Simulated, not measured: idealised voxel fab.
Presented below is a process module, voxel wiring stack.
Section cut is 170 nm wide and gridded with 5 nm square cells.
How to read a cross-section here: the picture is a grid of square cells, written as bands going from the top down, and any band can span one or more rows of cells. First you get the band's top height and its bottom height, in nm, and then the materials it's made of, left to right, with each width in nm. If you see a single material with "all across", that one covers the band edge to edge. "empty" is empty space. Height 0 is the level under which the wafer as received is all one material. The lowest band goes on downwards, as in "0 -> down". When a width is written as two numbers, as in "30..40", the first number is the width in the top row of cells of the band and the second is the width in its bottom row, and the width changes by the same amount from each row to the next. The cross-section has no changed cell in any step marked "remained unchanged". "Fully sealed voids" - sealed voids, min. 8 cells, no opening to top; format: width x height at distance (distance from left edge; nm throughout). Note: text after step settings on the step line = simulator remark on that step. Regarding "overlay nm": on a step with a mask, it is the distance the mask lay to the right of its planned place; a negative value places it to the left.
### List of planned process steps
step 1: op RECEIVE | material Si
step 2: op CONFORMAL_DEP | material SiO2 | thk nm 10
step 3: op DIRECTIONAL_DEP | material TiN | thk nm 5
step 4: op DIRECTIONAL_DEP | material W | thk nm 20
step 5: op PATTERN | tone cover | mask id METAL_1 | material resist | width nm 20 | pitch nm 35 | thk nm 15 | overlay nm 0
step 6: op DIRECTIONAL_ETCH | etch materials W | depth nm 20
step 7: op DIRECTIONAL_ETCH | etch materials TiN | depth nm 5
step 8: op STRIP | etch materials resist
step 9: op CONFORMAL_DEP | material SiN | thk nm 5
step 10: op FILL_DEP | material lowk | thk nm 10
step 11: op CMP | height nm 35
step 12: op CONFORMAL_DEP | material SiCN | thk nm 5
step 13: op DIRECTIONAL_DEP | material SiO2 | thk nm 10
step 14: op DIRECTIONAL_DEP | material aC | thk nm 10
step 15: op PATTERN | tone open | mask id PLUG_1 | material resist | width nm 15 | pitch nm 35 | thk nm 25 | overlay nm 0
step 16: op DIRECTIONAL_ETCH | etch materials aC | depth nm 10
step 17: op STRIP | etch materials resist
step 18: op DIRECTIONAL_ETCH | etch materials SiO2 | depth nm 10
step 19: op DIRECTIONAL_ETCH | etch materials SiCN | depth nm 5
step 20: op STRIP | etch materials aC
step 21: op CONFORMAL_DEP | material TiN | thk nm 5
step 22: op FILL_DEP | material Ru | thk nm 5
step 23: op CMP | height nm 50
step 24: op DIRECTIONAL_DEP | material TiN | thk nm 5
step 25: op DIRECTIONAL_DEP | material Ru | thk nm 15
step 26: op MASKED_ETCH | tone cover | mask id METAL_2 | width nm 20 | pitch nm 35 | etch materials Ru | depth nm 15 | overlay nm 0
step 27: op MASKED_ETCH | tone cover | mask id METAL_2 | width nm 20 | pitch nm 35 | etch materials TiN | depth nm 5 | overlay nm 0
step 28: op FILL_DEP | material SiO2 | thk nm 5
step 29: op CMP | height nm 70
step 30: op CONFORMAL_DEP | material SiCN | thk nm 5
step 31: op DIRECTIONAL_DEP | material SiO2 | thk nm 20
step 32: op DIRECTIONAL_DEP | material aC | thk nm 15
step 33: op PATTERN | tone open | mask id PLUG_2 | material resist | width nm 15 | pitch nm 35 | thk nm 35 | overlay nm 0
step 34: op DIRECTIONAL_ETCH | etch materials aC | depth nm 15
step 35: op STRIP | etch materials resist
step 36: op DIRECTIONAL_ETCH | etch materials SiO2 | depth nm 20
step 37: op DIRECTIONAL_ETCH | etch materials SiCN | depth nm 5
step 38: op STRIP | etch materials aC
step 39: op CONFORMAL_DEP | material TiN | thk nm 5
step 40: op FILL_DEP | material Ru | thk nm 5
step 41: op CMP | height nm 95
step 42: op DIRECTIONAL_DEP | material TiN | thk nm 5
step 43: op DIRECTIONAL_DEP | material W | thk nm 15
step 44: op MASKED_ETCH | tone cover | mask id METAL_3 | width nm 20 | pitch nm 35 | etch materials W | depth nm 15 | overlay nm 0
step 45: op MASKED_ETCH | tone cover | mask id METAL_3 | width nm 20 | pitch nm 35 | etch materials TiN | depth nm 5 | overlay nm 0
step 46: op FILL_DEP | material SiO2 | thk nm 10
step 47: op CMP | height nm 115
step 48: op CONFORMAL_DEP | material SiN | thk nm 5
### Wafer, first of two, run as planned
### As received (post step 1): cross-section
  0 -> down  Si all across
  Fully sealed voids: none
### Once step 2 is through, the wafer looks like this in cross-section
  10 -> 0  SiO2 all across
  Everything under 0 stays put, no change at all.
### Once step 3 is through, the wafer looks like this in cross-section
  15 -> 10  TiN all across
  Everything under 10 stays put, no change at all.
### Once step 4 is through, the wafer looks like this in cross-section
  35 -> 15  W all across
  Everything under 15 stays put, no change at all.
### Once step 5 is through, the wafer looks like this in cross-section
  50 -> 35  empty=55, resist=20, empty=15, resist=20, empty=60
  Everything under 35 stays put, no change at all.
### Once step 6 is through, the wafer looks like this in cross-section
  50 -> 35  empty=55, resist=20, empty=15, resist=20, empty=60
  35 -> 15  empty=55, W=20, empty=15, W=20, empty=60
  Everything under 15 stays put, no change at all.
### Once step 7 is through, the wafer looks like this in cross-section
  50 -> 35  empty=55, resist=20, empty=15, resist=20, empty=60
  35 -> 15  empty=55, W=20, empty=15, W=20, empty=60
  15 -> 10  empty=55, TiN=20, empty=15, TiN=20, empty=60
  Everything under 10 stays put, no change at all.
### Once step 8 is through, the wafer looks like this in cross-section
  35 -> 15  empty=55, W=20, empty=15, W=20, empty=60
  Everything under 15 stays put, no change at all.
### Once step 9 is through, the wafer looks like this in cross-section
  40 -> 35  empty=50, SiN=30, empty=5, SiN=30, empty=55
  35 -> 15  empty=50, SiN=5, W=20, SiN=5, empty=5, SiN=5, W=20, SiN=5, empty=55
  15 -> 10  SiN=55, TiN=20, SiN=15, TiN=20, SiN=60
  Everything under 10 stays put, no change at all.
### Once step 10 is through, the wafer looks like this in cross-section
  50 -> 40  lowk all across
  40 -> 35  lowk=50, SiN=30, lowk=5, SiN=30, lowk=55
  35 -> 15  lowk=50, SiN=5, W=20, SiN=5, lowk=5, SiN=5, W=20, SiN=5, lowk=55
  Everything under 15 stays put, no change at all.
### Once step 11 is through, the wafer looks like this in cross-section
  35 -> 15  lowk=50, SiN=5, W=20, SiN=5, lowk=5, SiN=5, W=20, SiN=5, lowk=55
  Everything under 15 stays put, no change at all.
### Once step 12 is through, the wafer looks like this in cross-section
  40 -> 35  SiCN all across
  Everything under 35 stays put, no change at all.
### Once step 13 is through, the wafer looks like this in cross-section
  50 -> 40  SiO2 all across
  Everything under 40 stays put, no change at all.
### Once step 14 is through, the wafer looks like this in cross-section
  60 -> 50  aC all across
  Everything under 50 stays put, no change at all.
### Once step 15 is through, the wafer looks like this in cross-section
  85 -> 60  resist=55, empty=15, resist=20, empty=15, resist=65
  Everything under 60 stays put, no change at all.
### Once step 16 is through, the wafer looks like this in cross-section
  75 -> 60  resist=55, empty=15, resist=20, empty=15, resist=65
  60 -> 50  aC=55, empty=15, aC=20, empty=15, aC=65
  Everything under 50 stays put, no change at all.
### Once step 17 is through, the wafer looks like this in cross-section
  60 -> 50  aC=55, empty=15, aC=20, empty=15, aC=65
  Everything under 50 stays put, no change at all.
### Once step 18 is through, the wafer looks like this in cross-section
  60 -> 50  aC=55, empty=15, aC=20, empty=15, aC=65
  50 -> 40  SiO2=55, empty=15, SiO2=20, empty=15, SiO2=65
  Everything under 40 stays put, no change at all.
### Once step 19 is through, the wafer looks like this in cross-section
  60 -> 50  aC=55, empty=15, aC=20, empty=15, aC=65
  50 -> 40  SiO2=55, empty=15, SiO2=20, empty=15, SiO2=65
  40 -> 35  SiCN=55, empty=15, SiCN=20, empty=15, SiCN=65
  Everything under 35 stays put, no change at all.
### Once step 20 is through, the wafer looks like this in cross-section
  50 -> 40  SiO2=55, empty=15, SiO2=20, empty=15, SiO2=65
  Everything under 40 stays put, no change at all.
### Once step 21 is through, the wafer looks like this in cross-section
  55 -> 50  TiN=60, empty=5, TiN=30, empty=5, TiN=70
  50 -> 40  SiO2=55, TiN=5, empty=5, TiN=5, SiO2=20, TiN=5, empty=5, TiN=5, SiO2=65
  40 -> 35  SiCN=55, TiN=15, SiCN=20, TiN=15, SiCN=65
  Everything under 35 stays put, no change at all.
### Once step 22 is through, the wafer looks like this in cross-section
  60 -> 55  Ru all across
  55 -> 50  TiN=60, Ru=5, TiN=30, Ru=5, TiN=70
  50 -> 40  SiO2=55, TiN=5, Ru=5, TiN=5, SiO2=20, TiN=5, Ru=5, TiN=5, SiO2=65
  Everything under 40 stays put, no change at all.
### Once step 23 is through, the wafer looks like this in cross-section
  50 -> 40  SiO2=55, TiN=5, Ru=5, TiN=5, SiO2=20, TiN=5, Ru=5, TiN=5, SiO2=65
  Everything under 40 stays put, no change at all.
### Once step 24 is through, the wafer looks like this in cross-section
  55 -> 50  TiN all across
  Everything under 50 stays put, no change at all.
### Once step 25 is through, the wafer looks like this in cross-section
  70 -> 55  Ru all across
  Everything under 55 stays put, no change at all.
### Once step 26 is through, the wafer looks like this in cross-section
  70 -> 55  empty=55, Ru=20, empty=15, Ru=20, empty=60
  Everything under 55 stays put, no change at all.
### Once step 27 is through, the wafer looks like this in cross-section
  70 -> 55  empty=55, Ru=20, empty=15, Ru=20, empty=60
  55 -> 50  empty=55, TiN=20, empty=15, TiN=20, empty=60
  Everything under 50 stays put, no change at all.
### Once step 28 is through, the wafer looks like this in cross-section
  75 -> 70  SiO2 all across
  70 -> 55  SiO2=55, Ru=20, SiO2=15, Ru=20, SiO2=60
  55 -> 50  SiO2=55, TiN=20, SiO2=15, TiN=20, SiO2=60
  Everything under 50 stays put, no change at all.
### Once step 29 is through, the wafer looks like this in cross-section
  70 -> 55  SiO2=55, Ru=20, SiO2=15, Ru=20, SiO2=60
  Everything under 55 stays put, no change at all.
### Once step 30 is through, the wafer looks like this in cross-section
  75 -> 70  SiCN all across
  Everything under 70 stays put, no change at all.
### Once step 31 is through, the wafer looks like this in cross-section
  95 -> 75  SiO2 all across
  Everything under 75 stays put, no change at all.
### Once step 32 is through, the wafer looks like this in cross-section
  110 -> 95  aC all across
  Everything under 95 stays put, no change at all.
### Once step 33 is through, the wafer looks like this in cross-section
  145 -> 110  resist=55, empty=15, resist=20, empty=15, resist=65
  Everything under 110 stays put, no change at all.
### Once step 34 is through, the wafer looks like this in cross-section
  130 -> 110  resist=55, empty=15, resist=20, empty=15, resist=65
  110 -> 95  aC=55, empty=15, aC=20, empty=15, aC=65
  Everything under 95 stays put, no change at all.
### Once step 35 is through, the wafer looks like this in cross-section
  110 -> 95  aC=55, empty=15, aC=20, empty=15, aC=65
  Everything under 95 stays put, no change at all.
### Once step 36 is through, the wafer looks like this in cross-section
  110 -> 95  aC=55, empty=15, aC=20, empty=15, aC=65
  95 -> 75  SiO2=55, empty=15, SiO2=20, empty=15, SiO2=65
  Everything under 75 stays put, no change at all.
### Once step 37 is through, the wafer looks like this in cross-section
  110 -> 95  aC=55, empty=15, aC=20, empty=15, aC=65
  95 -> 75  SiO2=55, empty=15, SiO2=20, empty=15, SiO2=65
  75 -> 70  SiCN=55, empty=15, SiCN=20, empty=15, SiCN=65
  Everything under 70 stays put, no change at all.
### Once step 38 is through, the wafer looks like this in cross-section
  95 -> 75  SiO2=55, empty=15, SiO2=20, empty=15, SiO2=65
  Everything under 75 stays put, no change at all.
### Once step 39 is through, the wafer looks like this in cross-section
  100 -> 95  TiN=60, empty=5, TiN=30, empty=5, TiN=70
  95 -> 75  SiO2=55, TiN=5, empty=5, TiN=5, SiO2=20, TiN=5, empty=5, TiN=5, SiO2=65
  75 -> 70  SiCN=55, TiN=15, SiCN=20, TiN=15, SiCN=65
  Everything under 70 stays put, no change at all.
### Once step 40 is through, the wafer looks like this in cross-section
  105 -> 100  Ru all across
  100 -> 95  TiN=60, Ru=5, TiN=30, Ru=5, TiN=70
  95 -> 75  SiO2=55, TiN=5, Ru=5, TiN=5, SiO2=20, TiN=5, Ru=5, TiN=5, SiO2=65
  Everything under 75 stays put, no change at all.
### Once step 41 is through, the wafer looks like this in cross-section
  95 -> 75  SiO2=55, TiN=5, Ru=5, TiN=5, SiO2=20, TiN=5, Ru=5, TiN=5, SiO2=65
  Everything under 75 stays put, no change at all.
### Once step 42 is through, the wafer looks like this in cross-section
  100 -> 95  TiN all across
  Everything under 95 stays put, no change at all.
### Once step 43 is through, the wafer looks like this in cross-section
  115 -> 100  W all across
  Everything under 100 stays put, no change at all.
### Once step 44 is through, the wafer looks like this in cross-section
  115 -> 100  empty=55, W=20, empty=15, W=20, empty=60
  Everything under 100 stays put, no change at all.
### Once step 45 is through, the wafer looks like this in cross-section
  115 -> 100  empty=55, W=20, empty=15, W=20, empty=60
  100 -> 95  empty=55, TiN=20, empty=15, TiN=20, empty=60
  Everything under 95 stays put, no change at all.
### Once step 46 is through, the wafer looks like this in cross-section
  125 -> 115  SiO2 all across
  115 -> 100  SiO2=55, W=20, SiO2=15, W=20, SiO2=60
  100 -> 95  SiO2=55, TiN=20, SiO2=15, TiN=20, SiO2=60
  Everything under 95 stays put, no change at all.
### Once step 47 is through, the wafer looks like this in cross-section
  115 -> 100  SiO2=55, W=20, SiO2=15, W=20, SiO2=60
  Everything under 100 stays put, no change at all.
### Once step 48 is through, the wafer looks like this in cross-section
  120 -> 115  SiN all across
  Everything under 115 stays put, no change at all.
### Here the second wafer is described. Its start and its plan were those of the first wafer. Its run contained one mistake. Up to and including step 11, it did exactly what the first wafer did
### Look at the second wafer in cross-section at the time step 12 ought to have finished
  45 -> 35  SiO2 all across
  Everything under 35 stays put, no change at all.
### Look at the second wafer in cross-section at the time step 13 ought to have finished
  50 -> 45  SiCN all across
  Everything under 45 stays put, no change at all.
### Look at the second wafer in cross-section at the time step 14 ought to have finished
  60 -> 50  aC all across
  Everything under 50 stays put, no change at all.
### Look at the second wafer in cross-section at the time step 15 ought to have finished
  85 -> 60  resist=55, empty=15, resist=20, empty=15, resist=65
  Everything under 60 stays put, no change at all.
### Look at the second wafer in cross-section at the time step 16 ought to have finished
  75 -> 60  resist=55, empty=15, resist=20, empty=15, resist=65
  60 -> 50  aC=55, empty=15, aC=20, empty=15, aC=65
  Everything under 50 stays put, no change at all.
### Look at the second wafer in cross-section at the time step 17 ought to have finished
  60 -> 50  aC=55, empty=15, aC=20, empty=15, aC=65
  Everything under 50 stays put, no change at all.
Look at the second wafer in cross-section at the time step 18 ought to have finished: remained unchanged
### Look at the second wafer in cross-section at the time step 19 ought to have finished
  60 -> 50  aC=55, empty=15, aC=20, empty=15, aC=65
  50 -> 45  SiCN=55, empty=15, SiCN=20, empty=15, SiCN=65
  Everything under 45 stays put, no change at all.
### Look at the second wafer in cross-section at the time step 20 ought to have finished
  50 -> 45  SiCN=55, empty=15, SiCN=20, empty=15, SiCN=65
  Everything under 45 stays put, no change at all.
### Look at the second wafer in cross-section at the time step 21 ought to have finished
  55 -> 50  TiN=60, empty=5, TiN=30, empty=5, TiN=70
  50 -> 45  SiCN=55, TiN=15, SiCN=20, TiN=15, SiCN=65
  Everything under 45 stays put, no change at all.
### Look at the second wafer in cross-section at the time step 22 ought to have finished
  60 -> 55  Ru all across
  55 -> 50  TiN=60, Ru=5, TiN=30, Ru=5, TiN=70
  Everything under 50 stays put, no change at all.
### Look at the second wafer in cross-section at the time step 23 ought to have finished
  50 -> 45  SiCN=55, TiN=15, SiCN=20, TiN=15, SiCN=65
  Everything under 45 stays put, no change at all.
### Look at the second wafer in cross-section at the time step 24 ought to have finished
  55 -> 50  TiN all across
  Everything under 50 stays put, no change at all.
### Look at the second wafer in cross-section at the time step 25 ought to have finished
  70 -> 55  Ru all across
  Everything under 55 stays put, no change at all.
### Look at the second wafer in cross-section at the time step 26 ought to have finished
  70 -> 55  empty=55, Ru=20, empty=15, Ru=20, empty=60
  Everything under 55 stays put, no change at all.
### Look at the second wafer in cross-section at the time step 27 ought to have finished
  70 -> 55  empty=55, Ru=20, empty=15, Ru=20, empty=60
  55 -> 50  empty=55, TiN=20, empty=15, TiN=20, empty=60
  Everything under 50 stays put, no change at all.
### Look at the second wafer in cross-section at the time step 28 ought to have finished
  75 -> 70  SiO2 all across
  70 -> 55  SiO2=55, Ru=20, SiO2=15, Ru=20, SiO2=60
  55 -> 50  SiO2=55, TiN=20, SiO2=15, TiN=20, SiO2=60
  Everything under 50 stays put, no change at all.
### Look at the second wafer in cross-section at the time step 29 ought to have finished
  70 -> 55  SiO2=55, Ru=20, SiO2=15, Ru=20, SiO2=60
  Everything under 55 stays put, no change at all.
### Look at the second wafer in cross-section at the time step 30 ought to have finished
  75 -> 70  SiCN all across
  Everything under 70 stays put, no change at all.
### Look at the second wafer in cross-section at the time step 31 ought to have finished
  95 -> 75  SiO2 all across
  Everything under 75 stays put, no change at all.
### Look at the second wafer in cross-section at the time step 32 ought to have finished
  110 -> 95  aC all across
  Everything under 95 stays put, no change at all.
### Look at the second wafer in cross-section at the time step 33 ought to have finished
  145 -> 110  resist=55, empty=15, resist=20, empty=15, resist=65
  Everything under 110 stays put, no change at all.
### Look at the second wafer in cross-section at the time step 34 ought to have finished
  130 -> 110  resist=55, empty=15, resist=20, empty=15, resist=65
  110 -> 95  aC=55, empty=15, aC=20, empty=15, aC=65
  Everything under 95 stays put, no change at all.
### Look at the second wafer in cross-section at the time step 35 ought to have finished
  110 -> 95  aC=55, empty=15, aC=20, empty=15, aC=65
  Everything under 95 stays put, no change at all.
### Look at the second wafer in cross-section at the time step 36 ought to have finished
  110 -> 95  aC=55, empty=15, aC=20, empty=15, aC=65
  95 -> 75  SiO2=55, empty=15, SiO2=20, empty=15, SiO2=65
  Everything under 75 stays put, no change at all.
### Look at the second wafer in cross-section at the time step 37 ought to have finished
  110 -> 95  aC=55, empty=15, aC=20, empty=15, aC=65
  95 -> 75  SiO2=55, empty=15, SiO2=20, empty=15, SiO2=65
  75 -> 70  SiCN=55, empty=15, SiCN=20, empty=15, SiCN=65
  Everything under 70 stays put, no change at all.
### Look at the second wafer in cross-section at the time step 38 ought to have finished
  95 -> 75  SiO2=55, empty=15, SiO2=20, empty=15, SiO2=65
  Everything under 75 stays put, no change at all.
### Look at the second wafer in cross-section at the time step 39 ought to have finished
  100 -> 95  TiN=60, empty=5, TiN=30, empty=5, TiN=70
  95 -> 75  SiO2=55, TiN=5, empty=5, TiN=5, SiO2=20, TiN=5, empty=5, TiN=5, SiO2=65
  75 -> 70  SiCN=55, TiN=15, SiCN=20, TiN=15, SiCN=65
  Everything under 70 stays put, no change at all.
### Look at the second wafer in cross-section at the time step 40 ought to have finished
  105 -> 100  Ru all across
  100 -> 95  TiN=60, Ru=5, TiN=30, Ru=5, TiN=70
  95 -> 75  SiO2=55, TiN=5, Ru=5, TiN=5, SiO2=20, TiN=5, Ru=5, TiN=5, SiO2=65
  Everything under 75 stays put, no change at all.
### Look at the second wafer in cross-section at the time step 41 ought to have finished
  95 -> 75  SiO2=55, TiN=5, Ru=5, TiN=5, SiO2=20, TiN=5, Ru=5, TiN=5, SiO2=65
  Everything under 75 stays put, no change at all.
### Look at the second wafer in cross-section at the time step 42 ought to have finished
  100 -> 95  TiN all across
  Everything under 95 stays put, no change at all.
### Look at the second wafer in cross-section at the time step 43 ought to have finished
  115 -> 100  W all across
  Everything under 100 stays put, no change at all.
### Look at the second wafer in cross-section at the time step 44 ought to have finished
  115 -> 100  empty=55, W=20, empty=15, W=20, empty=60
  Everything under 100 stays put, no change at all.
### Look at the second wafer in cross-section at the time step 45 ought to have finished
  115 -> 100  empty=55, W=20, empty=15, W=20, empty=60
  100 -> 95  empty=55, TiN=20, empty=15, TiN=20, empty=60
  Everything under 95 stays put, no change at all.
### Look at the second wafer in cross-section at the time step 46 ought to have finished
  125 -> 115  SiO2 all across
  115 -> 100  SiO2=55, W=20, SiO2=15, W=20, SiO2=60
  100 -> 95  SiO2=55, TiN=20, SiO2=15, TiN=20, SiO2=60
  Everything under 95 stays put, no change at all.
### Look at the second wafer in cross-section at the time step 47 ought to have finished
  115 -> 100  SiO2=55, W=20, SiO2=15, W=20, SiO2=60
  Everything under 100 stays put, no change at all.
### Look at the second wafer in cross-section at the time step 48 ought to have finished
  120 -> 115  SiN all across
  Everything under 115 stays put, no change at all.
What was the processing mistake? steps 12 and 13 of the plan were run in the wrong order, each in the other's place
Wafer comparison, final, in cells, second relative to first, materials more or fewer: Ru -4 | SiO2 +12 | TiN -8
